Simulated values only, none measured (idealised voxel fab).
Process module, titled voxel wiring stack
It is cross-section cut that appears here, measuring 180 nm in width, its square cells being 5 nm in size.
Cross-section = grid of square cells, listed top down in bands; band = one or more rows.
The band entry comprises the height of the band's top followed by the height of its bottom, expressed in nm, and subsequently the band's materials from left to right, each stated together with its width in nm. Where a single material is marked with the word "all across", that material fills the band from edge to edge. The word "blank" represents empty space.
Heights from 0 (as-received wafer is one material below). Bottom band endless downward, as "0 and below".
So if you see something like "30 to 40" for the width, read it as the top row of the band sitting at the first number and the bottom row at the second, with every row in between moving by the same amount as the last.
Step marked "identical to before"? Then no cell in the cross-section changed in it.
Entry "Enclosed void catalog". Content: empty spaces with no open connection to the top, size 8 cells or greater. Each: width x height at distance. Distance: from left edge. Unit: nm.
Formally, on a step line, whatever follows the settings is a remark that the simulator itself makes on the step.
Steps that use a mask can have "overlay nm" on their line. It says how far the mask sat to the right of where it was meant to be. Negative means to the left.

THE PLANNED PROCESS STEPS ARE ENUMERATED HEREUNDER
1,RECEIVE: material Si
2,CONFORMAL_DEP: material SiO2, thk nm 15
3,DIRECTIONAL_DEP: material TiN, thk nm 5
4,DIRECTIONAL_DEP: material W, thk nm 20
5,DIRECTIONAL_DEP: material aC, thk nm 10
6,PATTERN: tone cover, mask id METAL_1, material resist, width nm 30, pitch nm 60, thk nm 25, overlay nm 0
7,DIRECTIONAL_ETCH: etch materials aC, depth nm 10
8,STRIP: etch materials resist
9,DIRECTIONAL_ETCH: etch materials W, depth nm 20
10,DIRECTIONAL_ETCH: etch materials TiN, depth nm 5
11,STRIP: etch materials aC
12,FILL_DEP: material lowk, thk nm 5
13,CMP: height nm 40
14,CONFORMAL_DEP: material SiCN, thk nm 5
15,DIRECTIONAL_DEP: material SiO2, thk nm 20
16,DIRECTIONAL_DEP: material aC, thk nm 15
17,PATTERN: tone open, mask id PLUG_1, material resist, width nm 15, pitch nm 60, thk nm 35, overlay nm 0
18,DIRECTIONAL_ETCH: etch materials aC, depth nm 15
19,STRIP: etch materials resist
20,DIRECTIONAL_ETCH: etch materials SiO2, depth nm 20
21,DIRECTIONAL_ETCH: etch materials SiCN, depth nm 5
22,STRIP: etch materials aC
23,EPI: material Ru, thk nm 10
24,EPI: material Ru, thk nm 10
25,EPI: material Ru, thk nm 5
26,DIRECTIONAL_DEP: material TiN, thk nm 5
27,DIRECTIONAL_DEP: material Ru, thk nm 15
28,MASKED_ETCH: tone cover, mask id METAL_2, width nm 30, pitch nm 60, etch materials Ru, depth nm 15, overlay nm 0
29,MASKED_ETCH: tone cover, mask id METAL_2, width nm 30, pitch nm 60, etch materials TiN, depth nm 5, overlay nm 0
30,CONFORMAL_DEP: material SiCN, thk nm 5
31,FILL_DEP: material lowk, thk nm 5
32,CMP: height nm 85
33,CONFORMAL_DEP: material SiCN, thk nm 5

CROSS-SECTIONAL VIEW OF THE WAFER IN ITS AS-RECEIVED CONDITION, CORRESPONDING TO THE STATE AFTER STEP 1
    0 and below: Si all across
    Enclosed void catalog: none

STARTING STRUCTURE AND PROCESS PLAN ARE AS SHOWN ABOVE, BUT ONE MISTAKE WAS MADE IN RUNNING THE MODULE; THE WAFER CROSS-SECTION AT THE END OF THE MODULE FOLLOWS
    90 down to 85: SiCN all across
    85 down to 75: lowk (15); SiCN (5); Ru (20); SiCN (5); lowk (30); SiCN (5); Ru (20); SiCN (5); lowk (30); SiCN (5); Ru (20); SiCN (5); lowk (15)
    75 down to 70: lowk (10); SiCN (10); Ru (20); SiCN (10); lowk (20); SiCN (10); Ru (20); SiCN (10); lowk (20); SiCN (10); Ru (20); SiCN (10); lowk (10)
    70 down to 65: SiCN (15); TiN (30); SiCN (30); TiN (30); SiCN (30); TiN (30); SiCN (15)
    65 down to 45: SiO2 (15); Ru (15); SiO2 (45); Ru (15); SiO2 (45); Ru (15); SiO2 (30)
    45 down to 40: SiCN (15); Ru (15); SiCN (45); Ru (15); SiCN (45); Ru (15); SiCN (30)
    40 down to 20: lowk (15); W (30); lowk (30); W (30); lowk (30); W (30); lowk (15)
    20 down to 15: lowk (15); TiN (30); lowk (30); TiN (30); lowk (30); TiN (30); lowk (15)
    15 down to 0: SiO2 all across
    0 and below: Si all across
    Enclosed void catalog: none
Plan not followed: rather than as planned, step 28 actually ran as MASKED_ETCH: tone cover, mask id METAL_2, width nm 20, pitch nm 60, etch materials Ru, depth nm 15, overlay nm 0
